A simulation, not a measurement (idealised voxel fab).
The process module presented herein is designated voxel transistor to metal.
The width of the displayed cross-section, cut, is 155 nm; its cells are square, with a size of 5 nm.
Notation: cross-section as square-cell grid; stated in bands, top first, going down; one or more cell rows per band.
In this notation a band is specified by the heights of its top and bottom, in that order and in nm, after which its materials appear from left to right, each paired with its width in nm. The word "full width" attached to a single material means that material fills the band from edge to edge; the word "blank" stands for empty space.
Basically, 0 is our baseline, since under it the wafer straight out of the box is all one material. The bottom band has no lower end and keeps on going down, so it looks like "from 0 down".
Read "30..40" as a graded width: first number on top, second number at the bottom, same change between each pair of neighbouring rows.
Basically "all unchanged" means that step didn't change any cell in the cross-section.
If an empty space has no open way to the top and is at least 8 cells in size, "Sealed void inventory" lists it, written width x height at distance, where distance is measured from the left edge and every value is in nm.
That trailing text on a step's line, after the settings, is the simulator's own remark on the step.
On any step carrying a mask, the "overlay nm" setting, if present on the step's line, tells how far right of its planned place the mask lay; negative values point to the left.

Planned step list for the process
step 1: RECEIVE: material Si
step 2: OXIDIZE: depth nm 5
step 3: CONFORMAL_DEP: material SiN, thk nm 15
step 4: DIRECTIONAL_DEP: material aC, thk nm 15
step 5: PATTERN: tone cover, mask id ACTIVE, material resist, width nm 120, thk nm 30, overlay nm 0
step 6: DIRECTIONAL_ETCH: etch materials aC, depth nm 15
step 7: STRIP: etch materials resist
step 8: DIRECTIONAL_ETCH: etch materials SiN, depth nm 15
step 9: DIRECTIONAL_ETCH: etch materials SiO2, depth nm 5
step 10: DIRECTIONAL_ETCH: etch materials Si, depth nm 35
step 11: STRIP: etch materials aC
step 12: FILL_DEP: material SiO2, thk nm 15
step 13: CMP: height nm 15
step 14: SELECTIVE_ETCH: etch materials SiO2, depth nm 5
step 15: STRIP: etch materials SiN
step 16: SELECTIVE_ETCH: etch materials SiO2, depth nm 5
step 17: OXIDIZE: depth nm 5
step 18: DIRECTIONAL_DEP: material polySi, thk nm 20
step 19: DIRECTIONAL_DEP: material SiCN, thk nm 10
step 20: MASKED_ETCH: tone cover, mask id GATE, width nm 30, etch materials SiCN, depth nm 20, overlay nm 0
step 21: MASKED_ETCH: tone cover, mask id GATE, width nm 30, etch materials polySi, depth nm 30, overlay nm 0
step 22: CONFORMAL_DEP: material SiO2, thk nm 5
step 23: DIRECTIONAL_ETCH: etch materials SiO2, depth nm 5
step 24: CONFORMAL_DEP: material SiN, thk nm 10
step 25: DIRECTIONAL_ETCH: etch materials SiN, depth nm 10
step 26: DIRECTIONAL_ETCH: etch materials SiO2, depth nm 5
step 27: DIRECTIONAL_ETCH: etch materials Si, depth nm 15
step 28: EPI: material SiGe, thk nm 15
step 29: FILL_DEP: material SiO2, thk nm 10
step 30: CMP: height nm 15
step 31: STRIP: etch materials polySi
step 32: SELECTIVE_ETCH: etch materials SiO2, depth nm 5
step 33: CONFORMAL_DEP: material HfO2, thk nm 5
step 34: CONFORMAL_DEP: material TiN, thk nm 5
step 35: FILL_DEP: material W, thk nm 10
step 36: CMP: height nm 10
step 37: DIRECTIONAL_DEP: material SiO2, thk nm 15
step 38: DIRECTIONAL_DEP: material aC, thk nm 15
step 39: PATTERN: tone open, mask id CONTACT, material resist, width nm 20, pitch nm 80, thk nm 30, overlay nm 0
step 40: DIRECTIONAL_ETCH: etch materials aC, depth nm 15
step 41: STRIP: etch materials resist
step 42: DIRECTIONAL_ETCH: etch materials SiO2, depth nm 20
step 43: STRIP: etch materials aC
step 44: CONFORMAL_DEP: material TiN, thk nm 5
step 45: FILL_DEP: material W, thk nm 5
step 46: CMP: height nm 25
step 47: DIRECTIONAL_DEP: material TiN, thk nm 5
step 48: DIRECTIONAL_DEP: material W, thk nm 15
step 49: MASKED_ETCH: tone cover, mask id METAL_1, width nm 20, pitch nm 80, etch materials W, depth nm 15, overlay nm 0
step 50: MASKED_ETCH: tone cover, mask id METAL_1, width nm 20, pitch nm 80, etch materials TiN, depth nm 5, overlay nm 0
step 51: FILL_DEP: material SiO2, thk nm 5
step 52: CMP: height nm 45
step 53: CONFORMAL_DEP: material SiCN, thk nm 5

The first of a set of two wafers, run to plan

Wafer at receipt (post step 1), cross-section
    from 0 down = Si full width
    Sealed void inventory: none

The wafer, seen in cross-section, after step 2
    from 0 to -5 = SiO2 full width
    Below -5, the layers are the same as they were.

The wafer, seen in cross-section, after step 3
    from 15 to 0 = SiN full width
    Below 0, the layers are the same as they were.

The wafer, seen in cross-section, after step 4
    from 30 to 15 = aC full width
    Below 15, the layers are the same as they were.

The wafer, seen in cross-section, after step 5
    from 60 to 30 = 15 nm blank, 120 nm resist, 20 nm blank
    Below 30, the layers are the same as they were.

The wafer, seen in cross-section, after step 6
    from 45 to 30 = 15 nm blank, 120 nm resist, 20 nm blank
    from 30 to 15 = 15 nm blank, 120 nm aC, 20 nm blank
    Below 15, the layers are the same as they were.

The wafer, seen in cross-section, after step 7
    from 30 to 15 = 15 nm blank, 120 nm aC, 20 nm blank
    Below 15, the layers are the same as they were.

The wafer, seen in cross-section, after step 8
    from 30 to 15 = 15 nm blank, 120 nm aC, 20 nm blank
    from 15 to 0 = 15 nm blank, 120 nm SiN, 20 nm blank
    Below 0, the layers are the same as they were.

The wafer, seen in cross-section, after step 9
    from 30 to 15 = 15 nm blank, 120 nm aC, 20 nm blank
    from 15 to 0 = 15 nm blank, 120 nm SiN, 20 nm blank
    from 0 to -5 = 15 nm blank, 120 nm SiO2, 20 nm blank
    Below -5, the layers are the same as they were.

The wafer, seen in cross-section, after step 10
    from 30 to 15 = 15 nm blank, 120 nm aC, 20 nm blank
    from 15 to 0 = 15 nm blank, 120 nm SiN, 20 nm blank
    from 0 to -5 = 15 nm blank, 120 nm SiO2, 20 nm blank
    from -5 to -40 = 15 nm blank, 120 nm Si, 20 nm blank
    Below -40, the layers are the same as they were.

The wafer, seen in cross-section, after step 11
    from 15 to 0 = 15 nm blank, 120 nm SiN, 20 nm blank
    Below 0, the layers are the same as they were.

The wafer, seen in cross-section, after step 12
    from 30 to 15 = SiO2 full width
    from 15 to 0 = 15 nm SiO2, 120 nm SiN, 20 nm SiO2
    from 0 to -5 = SiO2 full width
    from -5 to -40 = 15 nm SiO2, 120 nm Si, 20 nm SiO2
    Below -40, the layers are the same as they were.

The wafer, seen in cross-section, after step 13
    from 15 to 0 = 15 nm SiO2, 120 nm SiN, 20 nm SiO2
    Below 0, the layers are the same as they were.

The wafer, seen in cross-section, after step 14
    from 15 to 10 = 15 nm blank, 120 nm SiN, 20 nm blank
    Below 10, the layers are the same as they were.

The wafer, seen in cross-section, after step 15
    from 10 to 0 = 15 nm SiO2, 120 nm blank, 20 nm SiO2
    Below 0, the layers are the same as they were.

The wafer, seen in cross-section, after step 16
    from 5 to -5 = 10 nm SiO2, 130 nm blank, 15 nm SiO2
    Below -5, the layers are the same as they were.

The wafer, seen in cross-section, after step 17
    from 5 to -5 = 10 nm SiO2, 130 nm blank, 15 nm SiO2
    from -5 to -10 = SiO2 full width
    Below -10, the layers are the same as they were.

The wafer, seen in cross-section, after step 18
    from 25 to 15 = 10 nm polySi, 130 nm blank, 15 nm polySi
    from 15 to 5 = polySi full width
    from 5 to -5 = 10 nm SiO2, 130 nm polySi, 15 nm SiO2
    Below -5, the layers are the same as they were.

The wafer, seen in cross-section, after step 19
    from 35 to 25 = 10 nm SiCN, 130 nm blank, 15 nm SiCN
    from 25 to 15 = 10 nm polySi, 130 nm SiCN, 15 nm polySi
    Below 15, the layers are the same as they were.

The wafer, seen in cross-section, after step 20
    from 25 to 15 = 10 nm polySi, 50 nm blank, 30 nm SiCN, 50 nm blank, 15 nm polySi
    Below 15, the layers are the same as they were.

The wafer, seen in cross-section, after step 21
    from 25 to 15 = 60 nm blank, 30 nm SiCN, 65 nm blank
    from 15 to 5 = 60 nm blank, 30 nm polySi, 65 nm blank
    from 5 to -5 = 10 nm SiO2, 50 nm blank, 30 nm polySi, 50 nm blank, 15 nm SiO2
    Below -5, the layers are the same as they were.

The wafer, seen in cross-section, after step 22
    from 30 to 25 = 55 nm blank, 40 nm SiO2, 60 nm blank
    from 25 to 15 = 55 nm blank, 5 nm SiO2, 30 nm SiCN, 5 nm SiO2, 60 nm blank
    from 15 to 10 = 55 nm blank, 5 nm SiO2, 30 nm polySi, 5 nm SiO2, 60 nm blank
    from 10 to 0 = 15 nm SiO2, 40 nm blank, 5 nm SiO2, 30 nm polySi, 5 nm SiO2, 40 nm blank, 20 nm SiO2
    from 0 to -5 = 60 nm SiO2, 30 nm polySi, 65 nm SiO2
    Below -5, the layers are the same as they were.

The wafer, seen in cross-section, after step 23
    from 25 to 15 = 55 nm blank, 5 nm SiO2, 30 nm SiCN, 5 nm SiO2, 60 nm blank
    from 15 to 5 = 55 nm blank, 5 nm SiO2, 30 nm polySi, 5 nm SiO2, 60 nm blank
    from 5 to -5 = 15 nm SiO2, 40 nm blank, 5 nm SiO2, 30 nm polySi, 5 nm SiO2, 40 nm blank, 20 nm SiO2
    Below -5, the layers are the same as they were.

The wafer, seen in cross-section, after step 24
    from 35 to 25 = 45 nm blank, 60 nm SiN, 50 nm blank
    from 25 to 15 = 45 nm blank, 10 nm SiN, 5 nm SiO2, 30 nm SiCN, 5 nm SiO2, 10 nm SiN, 50 nm blank
    from 15 to 5 = 25 nm SiN, 20 nm blank, 10 nm SiN, 5 nm SiO2, 30 nm polySi, 5 nm SiO2, 10 nm SiN, 20 nm blank, 30 nm SiN
    from 5 to -5 = 15 nm SiO2, 40 nm SiN, 5 nm SiO2, 30 nm polySi, 5 nm SiO2, 40 nm SiN, 20 nm SiO2
    Below -5, the layers are the same as they were.

The wafer, seen in cross-section, after step 25
    from 25 to 15 = 45 nm blank, 10 nm SiN, 5 nm SiO2, 30 nm SiCN, 5 nm SiO2, 10 nm SiN, 50 nm blank
    from 15 to 5 = 45 nm blank, 10 nm SiN, 5 nm SiO2, 30 nm polySi, 5 nm SiO2, 10 nm SiN, 50 nm blank
    from 5 to -5 = 15 nm SiO2, 10 nm SiN, 20 nm blank, 10 nm SiN, 5 nm SiO2, 30 nm polySi, 5 nm SiO2, 10 nm SiN, 20 nm blank, 10 nm SiN, 20 nm SiO2
    Below -5, the layers are the same as they were.

The wafer, seen in cross-section, after step 26
    from 25 to 20 = 45 nm blank, 10 nm SiN, 5 nm blank, 30 nm SiCN, 5 nm blank, 10 nm SiN, 50 nm blank
    from 20 to 15 = 45 nm blank, 10 nm SiN, 5 nm SiO2, 30 nm SiCN, 5 nm SiO2, 10 nm SiN, 50 nm blank
    from 15 to 5 = 45 nm blank, 10 nm SiN, 5 nm SiO2, 30 nm polySi, 5 nm SiO2, 10 nm SiN, 50 nm blank
    from 5 to 0 = 15 nm blank, 10 nm SiN, 20 nm blank, 10 nm SiN, 5 nm SiO2, 30 nm polySi, 5 nm SiO2, 10 nm SiN, 20 nm blank, 10 nm SiN, 20 nm blank
    from 0 to -5 = 15 nm SiO2, 10 nm SiN, 20 nm blank, 10 nm SiN, 5 nm SiO2, 30 nm polySi, 5 nm SiO2, 10 nm SiN, 20 nm blank, 10 nm SiN, 20 nm SiO2
    from -5 to -10 = 25 nm SiO2, 20 nm blank, 60 nm SiO2, 20 nm blank, 30 nm SiO2
    Below -10, the layers are the same as they were.

The wafer, seen in cross-section, after step 27
    from 25 to 20 = 45 nm blank, 10 nm SiN, 5 nm blank, 30 nm SiCN, 5 nm blank, 10 nm SiN, 50 nm blank
    from 20 to 15 = 45 nm blank, 10 nm SiN, 5 nm SiO2, 30 nm SiCN, 5 nm SiO2, 10 nm SiN, 50 nm blank
    from 15 to 5 = 45 nm blank, 10 nm SiN, 5 nm SiO2, 30 nm polySi, 5 nm SiO2, 10 nm SiN, 50 nm blank
    from 5 to 0 = 15 nm blank, 10 nm SiN, 20 nm blank, 10 nm SiN, 5 nm SiO2, 30 nm polySi, 5 nm SiO2, 10 nm SiN, 20 nm blank, 10 nm SiN, 20 nm blank
    from 0 to -5 = 15 nm SiO2, 10 nm SiN, 20 nm blank, 10 nm SiN, 5 nm SiO2, 30 nm polySi, 5 nm SiO2, 10 nm SiN, 20 nm blank, 10 nm SiN, 20 nm SiO2
    from -5 to -10 = 25 nm SiO2, 20 nm blank, 60 nm SiO2, 20 nm blank, 30 nm SiO2
    from -10 to -25 = 15 nm SiO2, 10 nm Si, 20 nm blank, 60 nm Si, 20 nm blank, 10 nm Si, 20 nm SiO2
    Below -25, the layers are the same as they were.

The wafer, seen in cross-section, after step 28
    from 25 to 20 = 45 nm blank, 10 nm SiN, 5 nm blank, 30 nm SiCN, 5 nm blank, 10 nm SiN, 50 nm blank
    from 20 to 15 = 45 nm blank, 10 nm SiN, 5 nm SiO2, 30 nm SiCN, 5 nm SiO2, 10 nm SiN, 50 nm blank
    from 15 to 5 = 45 nm blank, 10 nm SiN, 5 nm SiO2, 30 nm polySi, 5 nm SiO2, 10 nm SiN, 50 nm blank
    from 5 to 0 = 15 nm blank, 10 nm SiN, 20 nm SiGe, 10 nm SiN, 5 nm SiO2, 30 nm polySi, 5 nm SiO2, 10 nm SiN, 20 nm SiGe, 10 nm SiN, 20 nm blank
    from 0 to -5 = 15 nm SiO2, 10 nm SiN, 20 nm SiGe, 10 nm SiN, 5 nm SiO2, 30 nm polySi, 5 nm SiO2, 10 nm SiN, 20 nm SiGe, 10 nm SiN, 20 nm SiO2
    from -5 to -10 = 25 nm SiO2, 20 nm SiGe, 60 nm SiO2, 20 nm SiGe, 30 nm SiO2
    from -10 to -25 = 15 nm SiO2, 10 nm Si, 20 nm SiGe, 60 nm Si, 20 nm SiGe, 10 nm Si, 20 nm SiO2
    Below -25, the layers are the same as they were.

The wafer, seen in cross-section, after step 29
    from 35 to 25 = SiO2 full width
    from 25 to 15 = 45 nm SiO2, 10 nm SiN, 5 nm SiO2, 30 nm SiCN, 5 nm SiO2, 10 nm SiN, 50 nm SiO2
    from 15 to 5 = 45 nm SiO2, 10 nm SiN, 5 nm SiO2, 30 nm polySi, 5 nm SiO2, 10 nm SiN, 50 nm SiO2
    from 5 to -5 = 15 nm SiO2, 10 nm SiN, 20 nm SiGe, 10 nm SiN, 5 nm SiO2, 30 nm polySi, 5 nm SiO2, 10 nm SiN, 20 nm SiGe, 10 nm SiN, 20 nm SiO2
    Below -5, the layers are the same as they were.

The wafer, seen in cross-section, after step 30
    from 15 to 5 = 45 nm SiO2, 10 nm SiN, 5 nm SiO2, 30 nm polySi, 5 nm SiO2, 10 nm SiN, 50 nm SiO2
    Below 5, the layers are the same as they were.

The wafer, seen in cross-section, after step 31
    from 15 to 5 = 45 nm SiO2, 10 nm SiN, 5 nm SiO2, 30 nm blank, 5 nm SiO2, 10 nm SiN, 50 nm SiO2
    from 5 to -5 = 15 nm SiO2, 10 nm SiN, 20 nm SiGe, 10 nm SiN, 5 nm SiO2, 30 nm blank, 5 nm SiO2, 10 nm SiN, 20 nm SiGe, 10 nm SiN, 20 nm SiO2
    Below -5, the layers are the same as they were.

The wafer, seen in cross-section, after step 32
    from 15 to 10 = 45 nm blank, 10 nm SiN, 40 nm blank, 10 nm SiN, 50 nm blank
    from 10 to 5 = 45 nm SiO2, 10 nm SiN, 40 nm blank, 10 nm SiN, 50 nm SiO2
    from 5 to -5 = 15 nm SiO2, 10 nm SiN, 20 nm SiGe, 10 nm SiN, 40 nm blank, 10 nm SiN, 20 nm SiGe, 10 nm SiN, 20 nm SiO2
    from -5 to -10 = 25 nm SiO2, 20 nm SiGe, 10 nm SiO2, 40 nm blank, 10 nm SiO2, 20 nm SiGe, 30 nm SiO2
    Below -10, the layers are the same as they were.

The wafer, seen in cross-section, after step 33
    from 20 to 15 = 40 nm blank, 20 nm HfO2, 30 nm blank, 20 nm HfO2, 45 nm blank
    from 15 to 10 = 45 nm HfO2, 10 nm SiN, 5 nm HfO2, 30 nm blank, 5 nm HfO2, 10 nm SiN, 50 nm HfO2
    from 10 to 5 = 45 nm SiO2, 10 nm SiN, 5 nm HfO2, 30 nm blank, 5 nm HfO2, 10 nm SiN, 50 nm SiO2
    from 5 to -5 = 15 nm SiO2, 10 nm SiN, 20 nm SiGe, 10 nm SiN, 5 nm HfO2, 30 nm blank, 5 nm HfO2, 10 nm SiN, 20 nm SiGe, 10 nm SiN, 20 nm SiO2
    from -5 to -10 = 25 nm SiO2, 20 nm SiGe, 10 nm SiO2, 40 nm HfO2, 10 nm SiO2, 20 nm SiGe, 30 nm SiO2
    Below -10, the layers are the same as they were.

The wafer, seen in cross-section, after step 34
    from 25 to 20 = 35 nm blank, 30 nm TiN, 20 nm blank, 30 nm TiN, 40 nm blank
    from 20 to 15 = 40 nm TiN, 20 nm HfO2, 5 nm TiN, 20 nm blank, 5 nm TiN, 20 nm HfO2, 45 nm TiN
    from 15 to 10 = 45 nm HfO2, 10 nm SiN, 5 nm HfO2, 5 nm TiN, 20 nm blank, 5 nm TiN, 5 nm HfO2, 10 nm SiN, 50 nm HfO2
    from 10 to 5 = 45 nm SiO2, 10 nm SiN, 5 nm HfO2, 5 nm TiN, 20 nm blank, 5 nm TiN, 5 nm HfO2, 10 nm SiN, 50 nm SiO2
    from 5 to 0 = 15 nm SiO2, 10 nm SiN, 20 nm SiGe, 10 nm SiN, 5 nm HfO2, 5 nm TiN, 20 nm blank, 5 nm TiN, 5 nm HfO2, 10 nm SiN, 20 nm SiGe, 10 nm SiN, 20 nm SiO2
    from 0 to -5 = 15 nm SiO2, 10 nm SiN, 20 nm SiGe, 10 nm SiN, 5 nm HfO2, 30 nm TiN, 5 nm HfO2, 10 nm SiN, 20 nm SiGe, 10 nm SiN, 20 nm SiO2
    Below -5, the layers are the same as they were.

The wafer, seen in cross-section, after step 35
    from 35 to 25 = W full width
    from 25 to 20 = 35 nm W, 30 nm TiN, 20 nm W, 30 nm TiN, 40 nm W
    from 20 to 15 = 40 nm TiN, 20 nm HfO2, 5 nm TiN, 20 nm W, 5 nm TiN, 20 nm HfO2, 45 nm TiN
    from 15 to 10 = 45 nm HfO2, 10 nm SiN, 5 nm HfO2, 5 nm TiN, 20 nm W, 5 nm TiN, 5 nm HfO2, 10 nm SiN, 50 nm HfO2
    from 10 to 5 = 45 nm SiO2, 10 nm SiN, 5 nm HfO2, 5 nm TiN, 20 nm W, 5 nm TiN, 5 nm HfO2, 10 nm SiN, 50 nm SiO2
    from 5 to 0 = 15 nm SiO2, 10 nm SiN, 20 nm SiGe, 10 nm SiN, 5 nm HfO2, 5 nm TiN, 20 nm W, 5 nm TiN, 5 nm HfO2, 10 nm SiN, 20 nm SiGe, 10 nm SiN, 20 nm SiO2
    Below 0, the layers are the same as they were.

The wafer, seen in cross-section, after step 36
    from 10 to 5 = 45 nm SiO2, 10 nm SiN, 5 nm HfO2, 5 nm TiN, 20 nm W, 5 nm TiN, 5 nm HfO2, 10 nm SiN, 50 nm SiO2
    Below 5, the layers are the same as they were.

The wafer, seen in cross-section, after step 37
    from 25 to 10 = SiO2 full width
    Below 10, the layers are the same as they were.

The wafer, seen in cross-section, after step 38
    from 40 to 25 = aC full width
    Below 25, the layers are the same as they were.

The wafer, seen in cross-section, after step 39
    from 70 to 40 = 25 nm resist, 20 nm blank, 60 nm resist, 20 nm blank, 30 nm resist
    Below 40, the layers are the same as they were.

The wafer, seen in cross-section, after step 40
    from 55 to 40 = 25 nm resist, 20 nm blank, 60 nm resist, 20 nm blank, 30 nm resist
    from 40 to 25 = 25 nm aC, 20 nm blank, 60 nm aC, 20 nm blank, 30 nm aC
    Below 25, the layers are the same as they were.

The wafer, seen in cross-section, after step 41
    from 40 to 25 = 25 nm aC, 20 nm blank, 60 nm aC, 20 nm blank, 30 nm aC
    Below 25, the layers are the same as they were.

The wafer, seen in cross-section, after step 42
    from 40 to 25 = 25 nm aC, 20 nm blank, 60 nm aC, 20 nm blank, 30 nm aC
    from 25 to 10 = 25 nm SiO2, 20 nm blank, 60 nm SiO2, 20 nm blank, 30 nm SiO2
    from 10 to 5 = 25 nm SiO2, 20 nm blank, 10 nm SiN, 5 nm HfO2, 5 nm TiN, 20 nm W, 5 nm TiN, 5 nm HfO2, 10 nm SiN, 20 nm blank, 30 nm SiO2
    Below 5, the layers are the same as they were.

The wafer, seen in cross-section, after step 43
    from 25 to 10 = 25 nm SiO2, 20 nm blank, 60 nm SiO2, 20 nm blank, 30 nm SiO2
    Below 10, the layers are the same as they were.

The wafer, seen in cross-section, after step 44
    from 30 to 25 = 30 nm TiN, 10 nm blank, 70 nm TiN, 10 nm blank, 35 nm TiN
    from 25 to 10 = 25 nm SiO2, 5 nm TiN, 10 nm blank, 5 nm TiN, 60 nm SiO2, 5 nm TiN, 10 nm blank, 5 nm TiN, 30 nm SiO2
    from 10 to 5 = 25 nm SiO2, 20 nm TiN, 10 nm SiN, 5 nm HfO2, 5 nm TiN, 20 nm W, 5 nm TiN, 5 nm HfO2, 10 nm SiN, 20 nm TiN, 30 nm SiO2
    Below 5, the layers are the same as they were.

The wafer, seen in cross-section, after step 45
    from 35 to 30 = W full width
    from 30 to 25 = 30 nm TiN, 10 nm W, 70 nm TiN, 10 nm W, 35 nm TiN
    from 25 to 10 = 25 nm SiO2, 5 nm TiN, 10 nm W, 5 nm TiN, 60 nm SiO2, 5 nm TiN, 10 nm W, 5 nm TiN, 30 nm SiO2
    Below 10, the layers are the same as they were.

The wafer, seen in cross-section, after step 46
    from 25 to 10 = 25 nm SiO2, 5 nm TiN, 10 nm W, 5 nm TiN, 60 nm SiO2, 5 nm TiN, 10 nm W, 5 nm TiN, 30 nm SiO2
    Below 10, the layers are the same as they were.

The wafer, seen in cross-section, after step 47
    from 30 to 25 = TiN full width
    Below 25, the layers are the same as they were.

The wafer, seen in cross-section, after step 48
    from 45 to 30 = W full width
    Below 30, the layers are the same as they were.

The wafer, seen in cross-section, after step 49
    from 45 to 30 = 25 nm blank, 20 nm W, 60 nm blank, 20 nm W, 30 nm blank
    Below 30, the layers are the same as they were.

The wafer, seen in cross-section, after step 50
    from 45 to 30 = 25 nm blank, 20 nm W, 60 nm blank, 20 nm W, 30 nm blank
    from 30 to 25 = 25 nm blank, 20 nm TiN, 60 nm blank, 20 nm TiN, 30 nm blank
    Below 25, the layers are the same as they were.

The wafer, seen in cross-section, after step 51
    from 50 to 45 = SiO2 full width
    from 45 to 30 = 25 nm SiO2, 20 nm W, 60 nm SiO2, 20 nm W, 30 nm SiO2
    from 30 to 25 = 25 nm SiO2, 20 nm TiN, 60 nm SiO2, 20 nm TiN, 30 nm SiO2
    Below 25, the layers are the same as they were.

The wafer, seen in cross-section, after step 52
    from 45 to 30 = 25 nm SiO2, 20 nm W, 60 nm SiO2, 20 nm W, 30 nm SiO2
    Below 30, the layers are the same as they were.

The wafer, seen in cross-section, after step 53
    from 50 to 45 = SiCN full width
    Below 45, the layers are the same as they were.

The second wafer began exactly as the first did and followed the same plan, but one mistake was made while running it; through step 35 inclusive, the two wafers are identical

Here is the second wafer in cross-section at the point where step 36 of the plan should have been done
    from 0 to -5 = 15 nm SiO2, 10 nm SiN, 20 nm SiGe, 10 nm SiN, 5 nm HfO2, 30 nm TiN, 5 nm HfO2, 10 nm SiN, 20 nm SiGe, 10 nm SiN, 20 nm SiO2
    Below -5, the layers are the same as they were.

Here is the second wafer in cross-section at the point where step 37 of the plan should have been done
    from 15 to 0 = SiO2 full width
    Below 0, the layers are the same as they were.

Here is the second wafer in cross-section at the point where step 38 of the plan should have been done
    from 30 to 15 = aC full width
    Below 15, the layers are the same as they were.

Here is the second wafer in cross-section at the point where step 39 of the plan should have been done
    from 60 to 30 = 25 nm resist, 20 nm blank, 60 nm resist, 20 nm blank, 30 nm resist
    Below 30, the layers are the same as they were.

Here is the second wafer in cross-section at the point where step 40 of the plan should have been done
    from 45 to 30 = 25 nm resist, 20 nm blank, 60 nm resist, 20 nm blank, 30 nm resist
    from 30 to 15 = 25 nm aC, 20 nm blank, 60 nm aC, 20 nm blank, 30 nm aC
    Below 15, the layers are the same as they were.

Here is the second wafer in cross-section at the point where step 41 of the plan should have been done
    from 30 to 15 = 25 nm aC, 20 nm blank, 60 nm aC, 20 nm blank, 30 nm aC
    Below 15, the layers are the same as they were.

Here is the second wafer in cross-section at the point where step 42 of the plan should have been done
    from 30 to 15 = 25 nm aC, 20 nm blank, 60 nm aC, 20 nm blank, 30 nm aC
    from 15 to 0 = 25 nm SiO2, 20 nm blank, 60 nm SiO2, 20 nm blank, 30 nm SiO2
    Below 0, the layers are the same as they were.

Here is the second wafer in cross-section at the point where step 43 of the plan should have been done
    from 15 to 0 = 25 nm SiO2, 20 nm blank, 60 nm SiO2, 20 nm blank, 30 nm SiO2
    Below 0, the layers are the same as they were.

Here is the second wafer in cross-section at the point where step 44 of the plan should have been done
    from 20 to 15 = 30 nm TiN, 10 nm blank, 70 nm TiN, 10 nm blank, 35 nm TiN
    from 15 to 5 = 25 nm SiO2, 5 nm TiN, 10 nm blank, 5 nm TiN, 60 nm SiO2, 5 nm TiN, 10 nm blank, 5 nm TiN, 30 nm SiO2
    from 5 to 0 = 25 nm SiO2, 20 nm TiN, 60 nm SiO2, 20 nm TiN, 30 nm SiO2
    Below 0, the layers are the same as they were.

Here is the second wafer in cross-section at the point where step 45 of the plan should have been done
    from 25 to 20 = W full width
    from 20 to 15 = 30 nm TiN, 10 nm W, 70 nm TiN, 10 nm W, 35 nm TiN
    from 15 to 5 = 25 nm SiO2, 5 nm TiN, 10 nm W, 5 nm TiN, 60 nm SiO2, 5 nm TiN, 10 nm W, 5 nm TiN, 30 nm SiO2
    Below 5, the layers are the same as they were.

Here is the second wafer in cross-section at the point where step 46 of the plan should have been done: all unchanged

Here is the second wafer in cross-section at the point where step 47 of the plan should have been done
    from 30 to 25 = TiN full width
    Below 25, the layers are the same as they were.

Here is the second wafer in cross-section at the point where step 48 of the plan should have been done
    from 45 to 30 = W full width
    Below 30, the layers are the same as they were.

Here is the second wafer in cross-section at the point where step 49 of the plan should have been done
    from 45 to 30 = 25 nm blank, 20 nm W, 60 nm blank, 20 nm W, 30 nm blank
    Below 30, the layers are the same as they were.

Here is the second wafer in cross-section at the point where step 50 of the plan should have been done
    from 45 to 30 = 25 nm blank, 20 nm W, 60 nm blank, 20 nm W, 30 nm blank
    from 30 to 25 = 25 nm blank, 20 nm TiN, 60 nm blank, 20 nm TiN, 30 nm blank
    Below 25, the layers are the same as they were.

Here is the second wafer in cross-section at the point where step 51 of the plan should have been done
    from 50 to 45 = SiO2 full width
    from 45 to 30 = 25 nm SiO2, 20 nm W, 60 nm SiO2, 20 nm W, 30 nm SiO2
    from 30 to 25 = 25 nm SiO2, 20 nm TiN, 60 nm SiO2, 20 nm TiN, 30 nm SiO2
    Below 25, the layers are the same as they were.

Here is the second wafer in cross-section at the point where step 52 of the plan should have been done
    from 45 to 30 = 25 nm SiO2, 20 nm W, 60 nm SiO2, 20 nm W, 30 nm SiO2
    Below 30, the layers are the same as they were.

Here is the second wafer in cross-section at the point where step 53 of the plan should have been done
    from 50 to 45 = SiCN full width
    Below 45, the layers are the same as they were.
The plan and the run diverged here: the process deviated at step 36: the operation and settings actually run there were CMP: height nm 0
End of process, cell counts, second wafer against first, materials with more or fewer: HfO2 -4, SiGe -8, SiN -12, SiO2 -18, TiN +19, W +23
